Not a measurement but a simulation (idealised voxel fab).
The name of this process module is voxel wiring stack.
Xsec cut, 165 nm wide, square cell size 5 nm.
When this document writes out a cross-section, it uses a grid of square cells and lists it as bands, beginning at the top and moving down, with a band standing for one or more rows of cells.
The band entry comprises the height of the band's top followed by the height of its bottom, expressed in nm, and subsequently the band's materials from left to right, each stated together with its width in nm. Where a single material is marked with the word "edge to edge", that material fills the band from edge to edge. The word "blank" represents empty space.
The reference from which all heights are counted is 0, the level beneath which the as-received wafer is entirely one material; the lowest band, having no lower bound, proceeds downward and is written after the example "0 down".
Width spec "30..40" -> top row of cells at first value, bottom row at second value, equal per-row change in between.
Any step labelled "remains unaltered" changed none of the cells in the cross-section.
The list in "Sealed voids" covers empty spaces of 8 cells or more that cannot reach the top through any open way, and it gives each as width x height at distance; the distance is from the left edge, and width, height and distance are in nm.
If you see something after the settings on a step's line, that's the simulator's own remark about that step.
Among the settings permitted on a step's line is "overlay nm"; applied to a step with a mask, it specifies the extent to which the mask lay to the right of its planned position, whereas a negative figure signifies a position to the left.
Steps in the process plan:
1 op RECEIVE | material Si
2 op CONFORMAL_DEP | material SiO2 | thk nm 15
3 op DIRECTIONAL_DEP | material TiN | thk nm 5
4 op DIRECTIONAL_DEP | material Ru | thk nm 15
5 op MASKED_ETCH | tone cover | mask id METAL_1 | width nm 25 | pitch nm 50 | etch materials Ru | depth nm 15 | overlay nm 0
6 op MASKED_ETCH | tone cover | mask id METAL_1 | width nm 25 | pitch nm 50 | etch materials TiN | depth nm 5 | overlay nm 0
7 op CONFORMAL_DEP | material SiCN | thk nm 5
8 op FILL_DEP | material SiO2 | thk nm 10
9 op CMP | height nm 35
10 op CONFORMAL_DEP | material SiCN | thk nm 5
11 op DIRECTIONAL_DEP | material SiO2 | thk nm 30
12 op MASKED_ETCH | tone open | mask id METAL_2 | width nm 25 | pitch nm 50 | etch materials SiO2 | depth nm 15 | overlay nm 0
13 op MASKED_ETCH | tone open | mask id METAL_2_HOLES | width nm 15 | etch materials SiO2 | depth nm 15 | overlay nm 0
14 op MASKED_ETCH | tone open | mask id METAL_2_HOLES | width nm 15 | etch materials SiCN | depth nm 5 | overlay nm 0
15 op CONFORMAL_DEP | material TiN | thk nm 5
16 op FILL_DEP | material Cu | thk nm 5
17 op CMP | height nm 70
18 op CONFORMAL_DEP | material SiCN | thk nm 5
First of two wafers, with the run carried out as planned:
Cross-section of the wafer as it came to us, i.e., already through step 1:
    0 down: Si edge to edge
    Sealed voids: none
Cross-section: wafer state after step 2:
    15 to 0: SiO2 edge to edge
    No changes below 0.
Cross-section: wafer state after step 3:
    20 to 15: TiN edge to edge
    No changes below 15.
Cross-section: wafer state after step 4:
    35 to 20: Ru edge to edge
    No changes below 20.
Cross-section: wafer state after step 5:
    35 to 20: blank: 45, then Ru: 25, then blank: 25, then Ru: 25, then blank: 45
    No changes below 20.
Cross-section: wafer state after step 6:
    35 to 20: blank: 45, then Ru: 25, then blank: 25, then Ru: 25, then blank: 45
    20 to 15: blank: 45, then TiN: 25, then blank: 25, then TiN: 25, then blank: 45
    No changes below 15.
Cross-section: wafer state after step 7:
    40 to 35: blank: 40, then SiCN: 35, then blank: 15, then SiCN: 35, then blank: 40
    35 to 20: blank: 40, then SiCN: 5, then Ru: 25, then SiCN: 5, then blank: 15, then SiCN: 5, then Ru: 25, then SiCN: 5, then blank: 40
    20 to 15: SiCN: 45, then TiN: 25, then SiCN: 25, then TiN: 25, then SiCN: 45
    No changes below 15.
Cross-section: wafer state after step 8:
    50 to 40: SiO2 edge to edge
    40 to 35: SiO2: 40, then SiCN: 35, then SiO2: 15, then SiCN: 35, then SiO2: 40
    35 to 20: SiO2: 40, then SiCN: 5, then Ru: 25, then SiCN: 5, then SiO2: 15, then SiCN: 5, then Ru: 25, then SiCN: 5, then SiO2: 40
    No changes below 20.
Cross-section: wafer state after step 9:
    35 to 20: SiO2: 40, then SiCN: 5, then Ru: 25, then SiCN: 5, then SiO2: 15, then SiCN: 5, then Ru: 25, then SiCN: 5, then SiO2: 40
    No changes below 20.
Cross-section: wafer state after step 10:
    40 to 35: SiCN edge to edge
    No changes below 35.
Cross-section: wafer state after step 11:
    70 to 40: SiO2 edge to edge
    No changes below 40.
Cross-section: wafer state after step 12:
    70 to 55: SiO2: 45, then blank: 25, then SiO2: 25, then blank: 25, then SiO2: 45
    No changes below 55.
Cross-section: wafer state after step 13:
    70 to 55: SiO2: 45, then blank: 25, then SiO2: 25, then blank: 25, then SiO2: 45
    55 to 40: SiO2: 45, then blank: 15, then SiO2: 105
    No changes below 40.
Cross-section: wafer state after step 14:
    70 to 55: SiO2: 45, then blank: 25, then SiO2: 25, then blank: 25, then SiO2: 45
    55 to 40: SiO2: 45, then blank: 15, then SiO2: 105
    40 to 35: SiCN: 45, then blank: 15, then SiCN: 105
    No changes below 35.
Cross-section: wafer state after step 15:
    75 to 70: TiN: 50, then blank: 15, then TiN: 35, then blank: 15, then TiN: 50
    70 to 60: SiO2: 45, then TiN: 5, then blank: 15, then TiN: 5, then SiO2: 25, then TiN: 5, then blank: 15, then TiN: 5, then SiO2: 45
    60 to 55: SiO2: 45, then TiN: 5, then blank: 5, then TiN: 15, then SiO2: 25, then TiN: 25, then SiO2: 45
    55 to 40: SiO2: 45, then TiN: 5, then blank: 5, then TiN: 5, then SiO2: 105
    40 to 35: SiCN: 45, then TiN: 15, then SiCN: 105
    No changes below 35.
Cross-section: wafer state after step 16:
    80 to 75: Cu edge to edge
    75 to 70: TiN: 50, then Cu: 15, then TiN: 35, then Cu: 15, then TiN: 50
    70 to 60: SiO2: 45, then TiN: 5, then Cu: 15, then TiN: 5, then SiO2: 25, then TiN: 5, then Cu: 15, then TiN: 5, then SiO2: 45
    60 to 55: SiO2: 45, then TiN: 5, then Cu: 5, then TiN: 15, then SiO2: 25, then TiN: 25, then SiO2: 45
    55 to 40: SiO2: 45, then TiN: 5, then Cu: 5, then TiN: 5, then SiO2: 105
    No changes below 40.
Cross-section: wafer state after step 17:
    70 to 60: SiO2: 45, then TiN: 5, then Cu: 15, then TiN: 5, then SiO2: 25, then TiN: 5, then Cu: 15, then TiN: 5, then SiO2: 45
    No changes below 60.
Cross-section: wafer state after step 18:
    75 to 70: SiCN edge to edge
    No changes below 70.
Second wafer, same starting state and plan as the first, one mistake in the run, identical through step 1:
Second wafer, sectioned view, at step 2's planned end time:
    5 to 0: TiN edge to edge
    No changes below 0.
Second wafer, sectioned view, at step 3's planned end time:
    20 to 5: SiO2 edge to edge
    No changes below 5.
Second wafer, sectioned view, at step 4's planned end time:
    35 to 20: Ru edge to edge
    No changes below 20.
Second wafer, sectioned view, at step 5's planned end time:
    35 to 20: blank: 45, then Ru: 25, then blank: 25, then Ru: 25, then blank: 45
    No changes below 20.
Second wafer, sectioned view, at step 6's planned end time: remains unaltered
Second wafer, sectioned view, at step 7's planned end time:
    40 to 35: blank: 40, then SiCN: 35, then blank: 15, then SiCN: 35, then blank: 40
    35 to 25: blank: 40, then SiCN: 5, then Ru: 25, then SiCN: 5, then blank: 15, then SiCN: 5, then Ru: 25, then SiCN: 5, then blank: 40
    25 to 20: SiCN: 45, then Ru: 25, then SiCN: 25, then Ru: 25, then SiCN: 45
    No changes below 20.
Second wafer, sectioned view, at step 8's planned end time:
    50 to 40: SiO2 edge to edge
    40 to 35: SiO2: 40, then SiCN: 35, then SiO2: 15, then SiCN: 35, then SiO2: 40
    35 to 25: SiO2: 40, then SiCN: 5, then Ru: 25, then SiCN: 5, then SiO2: 15, then SiCN: 5, then Ru: 25, then SiCN: 5, then SiO2: 40
    No changes below 25.
Second wafer, sectioned view, at step 9's planned end time:
    35 to 25: SiO2: 40, then SiCN: 5, then Ru: 25, then SiCN: 5, then SiO2: 15, then SiCN: 5, then Ru: 25, then SiCN: 5, then SiO2: 40
    No changes below 25.
Second wafer, sectioned view, at step 10's planned end time:
    40 to 35: SiCN edge to edge
    No changes below 35.
Second wafer, sectioned view, at step 11's planned end time:
    70 to 40: SiO2 edge to edge
    No changes below 40.
Second wafer, sectioned view, at step 12's planned end time:
    70 to 55: SiO2: 45, then blank: 25, then SiO2: 25, then blank: 25, then SiO2: 45
    No changes below 55.
Second wafer, sectioned view, at step 13's planned end time:
    70 to 55: SiO2: 45, then blank: 25, then SiO2: 25, then blank: 25, then SiO2: 45
    55 to 40: SiO2: 45, then blank: 15, then SiO2: 105
    No changes below 40.
Second wafer, sectioned view, at step 14's planned end time:
    70 to 55: SiO2: 45, then blank: 25, then SiO2: 25, then blank: 25, then SiO2: 45
    55 to 40: SiO2: 45, then blank: 15, then SiO2: 105
    40 to 35: SiCN: 45, then blank: 15, then SiCN: 105
    No changes below 35.
Second wafer, sectioned view, at step 15's planned end time:
    75 to 70: TiN: 50, then blank: 15, then TiN: 35, then blank: 15, then TiN: 50
    70 to 60: SiO2: 45, then TiN: 5, then blank: 15, then TiN: 5, then SiO2: 25, then TiN: 5, then blank: 15, then TiN: 5, then SiO2: 45
    60 to 55: SiO2: 45, then TiN: 5, then blank: 5, then TiN: 15, then SiO2: 25, then TiN: 25, then SiO2: 45
    55 to 40: SiO2: 45, then TiN: 5, then blank: 5, then TiN: 5, then SiO2: 105
    40 to 35: SiCN: 45, then TiN: 15, then SiCN: 105
    No changes below 35.
Second wafer, sectioned view, at step 16's planned end time:
    80 to 75: Cu edge to edge
    75 to 70: TiN: 50, then Cu: 15, then TiN: 35, then Cu: 15, then TiN: 50
    70 to 60: SiO2: 45, then TiN: 5, then Cu: 15, then TiN: 5, then SiO2: 25, then TiN: 5, then Cu: 15, then TiN: 5, then SiO2: 45
    60 to 55: SiO2: 45, then TiN: 5, then Cu: 5, then TiN: 15, then SiO2: 25, then TiN: 25, then SiO2: 45
    55 to 40: SiO2: 45, then TiN: 5, then Cu: 5, then TiN: 5, then SiO2: 105
    No changes below 40.
Second wafer, sectioned view, at step 17's planned end time:
    70 to 60: SiO2: 45, then TiN: 5, then Cu: 15, then TiN: 5, then SiO2: 25, then TiN: 5, then Cu: 15, then TiN: 5, then SiO2: 45
    No changes below 60.
Second wafer, sectioned view, at step 18's planned end time:
    75 to 70: SiCN edge to edge
    No changes below 70.
Here's what went sideways: steps 2 and 3 traded places in the executed sequence
Wrapping up, a cell-based count of both wafers puts the second over or under the first for these materials: -4 SiCN | -19 SiO2 | +23 TiN
